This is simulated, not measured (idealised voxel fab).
You're looking at the process module voxel ribs on slabs.
It is cross-section cut that appears here, measuring 260 nm in width, its square cells being 5 nm in size.
If you're reading a cross-section in this doc, picture square cells in a grid; it comes to you as bands, top ones listed first down to the bottom, and a band can be one or more rows of cells. What a band's entry tells you: where the top is and where the bottom is, as heights in nm, and after that what lies inside, material by material from left to right, each with its width in nm. Empty space is written as the word "blank", and a single material marked with the word "all across" occupies the band from edge to edge. Heads up on the height convention: 0 is the point under which the incoming wafer is all one material, and the lowest band has no bottom, it just keeps going down, like "top 0, no bottom". It should be noted that a width expressed as "30 to 40" varies in equal increments from row to row of cells within the band, taking the value of the first number at the top row and that of the second number at the bottom row. "same as before" (step): cross-section cells unchanged, all of them. Basically, "Sealed void inventory" tells you about the enclosed voids: empty spaces with no open way to the top, 8 cells or bigger, each written width x height at distance, where distance is from the left edge, all in nm. Anything after a step's settings on that line? It's the simulator's own note about the step. For masked steps, "overlay nm" on the step line gives how far right of plan the mask actually lay; a minus sign means it lay to the left.
Process steps - plan:
1: RECEIVE | material Si
2: DIRECTIONAL_DEP | material SiO2 | thk nm 20
3: DIRECTIONAL_DEP | material SiN | thk nm 25
4: DIRECTIONAL_DEP | material aC | thk nm 10
5: PATTERN | tone cover | mask id RIB | material resist | width nm 20 | thk nm 25 | overlay nm 0
6: DIRECTIONAL_ETCH | etch materials aC | depth nm 10
7: STRIP | etch materials resist
8: DIRECTIONAL_ETCH | etch materials SiN | depth nm 5
9: STRIP | etch materials aC
10: MASKED_ETCH | tone cover | mask id SLAB | width nm 60 | etch materials SiN | depth nm 20 | overlay nm 0
11: FILL_DEP | material SiO2 | thk nm 15
12: CMP | height nm 55
13: DIRECTIONAL_DEP | material W | thk nm 5
14: PATTERN | tone cover | mask id HEATER | material resist | width nm 30 | thk nm 15 | overlay nm 0
15: DIRECTIONAL_ETCH | etch materials W | depth nm 5
16: STRIP | etch materials resist
17: CONFORMAL_DEP | material SiO2 | thk nm 10
Of two wafers, the first: run according to plan:
Wafer cross-section on receipt, i.e. after step 1:
* top 0, no bottom  Si all across
* Sealed void inventory: none
Upon completion of step 2, the wafer appears in cross-section as shown:
* top 20, bottom 0  SiO2 all across
* Beneath the level 0, the cross-section is identical to its previous state.
Upon completion of step 3, the wafer appears in cross-section as shown:
* top 45, bottom 20  SiN all across
* Beneath the level 20, the cross-section is identical to its previous state.
Upon completion of step 4, the wafer appears in cross-section as shown:
* top 55, bottom 45  aC all across
* Beneath the level 45, the cross-section is identical to its previous state.
Upon completion of step 5, the wafer appears in cross-section as shown:
* top 80, bottom 55  120 of blank / 20 of resist / 120 of blank
* Beneath the level 55, the cross-section is identical to its previous state.
Upon completion of step 6, the wafer appears in cross-section as shown:
* top 70, bottom 55  120 of blank / 20 of resist / 120 of blank
* top 55, bottom 45  120 of blank / 20 of aC / 120 of blank
* Beneath the level 45, the cross-section is identical to its previous state.
Upon completion of step 7, the wafer appears in cross-section as shown:
* top 55, bottom 45  120 of blank / 20 of aC / 120 of blank
* Beneath the level 45, the cross-section is identical to its previous state.
Upon completion of step 8, the wafer appears in cross-section as shown:
* top 55, bottom 45  120 of blank / 20 of aC / 120 of blank
* top 45, bottom 40  120 of blank / 20 of SiN / 120 of blank
* Beneath the level 40, the cross-section is identical to its previous state.
Upon completion of step 9, the wafer appears in cross-section as shown:
* top 45, bottom 40  120 of blank / 20 of SiN / 120 of blank
* Beneath the level 40, the cross-section is identical to its previous state.
Upon completion of step 10, the wafer appears in cross-section as shown:
* top 45, bottom 40  120 of blank / 20 of SiN / 120 of blank
* top 40, bottom 20  100 of blank / 60 of SiN / 100 of blank
* Beneath the level 20, the cross-section is identical to its previous state.
Upon completion of step 11, the wafer appears in cross-section as shown:
* top 60, bottom 45  SiO2 all across
* top 45, bottom 40  120 of SiO2 / 20 of SiN / 120 of SiO2
* top 40, bottom 20  100 of SiO2 / 60 of SiN / 100 of SiO2
* Beneath the level 20, the cross-section is identical to its previous state.
Upon completion of step 12, the wafer appears in cross-section as shown:
* top 55, bottom 45  SiO2 all across
* Beneath the level 45, the cross-section is identical to its previous state.
Upon completion of step 13, the wafer appears in cross-section as shown:
* top 60, bottom 55  W all across
* Beneath the level 55, the cross-section is identical to its previous state.
Upon completion of step 14, the wafer appears in cross-section as shown:
* top 75, bottom 60  115 of blank / 30 of resist / 115 of blank
* Beneath the level 60, the cross-section is identical to its previous state.
Upon completion of step 15, the wafer appears in cross-section as shown:
* top 75, bottom 60  115 of blank / 30 of resist / 115 of blank
* top 60, bottom 55  115 of blank / 30 of W / 115 of blank
* Beneath the level 55, the cross-section is identical to its previous state.
Upon completion of step 16, the wafer appears in cross-section as shown:
* top 60, bottom 55  115 of blank / 30 of W / 115 of blank
* Beneath the level 55, the cross-section is identical to its previous state.
Upon completion of step 17, the wafer appears in cross-section as shown:
* top 70, bottom 65  105 of blank / 50 of SiO2 / 105 of blank
* top 65, bottom 60  SiO2 all across
* top 60, bottom 55  115 of SiO2 / 30 of W / 115 of SiO2
* Beneath the level 55, the cross-section is identical to its previous state.
Here the second wafer is described. Its start and its plan were those of the first wafer. Its run contained one mistake. Up to and including step 12, it did exactly what the first wafer did:
Second wafer cross-section, taken as of the time the plan sets for step 13 to be done:
* top 70, bottom 55  W all across
* Beneath the level 55, the cross-section is identical to its previous state.
Second wafer cross-section, taken as of the time the plan sets for step 14 to be done:
* top 85, bottom 70  115 of blank / 30 of resist / 115 of blank
* Beneath the level 70, the cross-section is identical to its previous state.
Second wafer cross-section, taken as of the time the plan sets for step 15 to be done:
* top 85, bottom 70  115 of blank / 30 of resist / 115 of blank
* top 70, bottom 65  115 of blank / 30 of W / 115 of blank
* Beneath the level 65, the cross-section is identical to its previous state.
Second wafer cross-section, taken as of the time the plan sets for step 16 to be done:
* top 70, bottom 65  115 of blank / 30 of W / 115 of blank
* Beneath the level 65, the cross-section is identical to its previous state.
Second wafer cross-section, taken as of the time the plan sets for step 17 to be done:
* top 80, bottom 75  105 of blank / 50 of SiO2 / 105 of blank
* top 75, bottom 70  SiO2 all across
* top 70, bottom 65  115 of SiO2 / 30 of W / 115 of SiO2
* Beneath the level 65, the cross-section is identical to its previous state.
Deviation from plan: step 13 ran differently from the plan; actual operation with settings: DIRECTIONAL_DEP | material W | thk nm 15
Wrapping up, a cell-based count of both wafers puts the second over or under the first for these materials: W +104
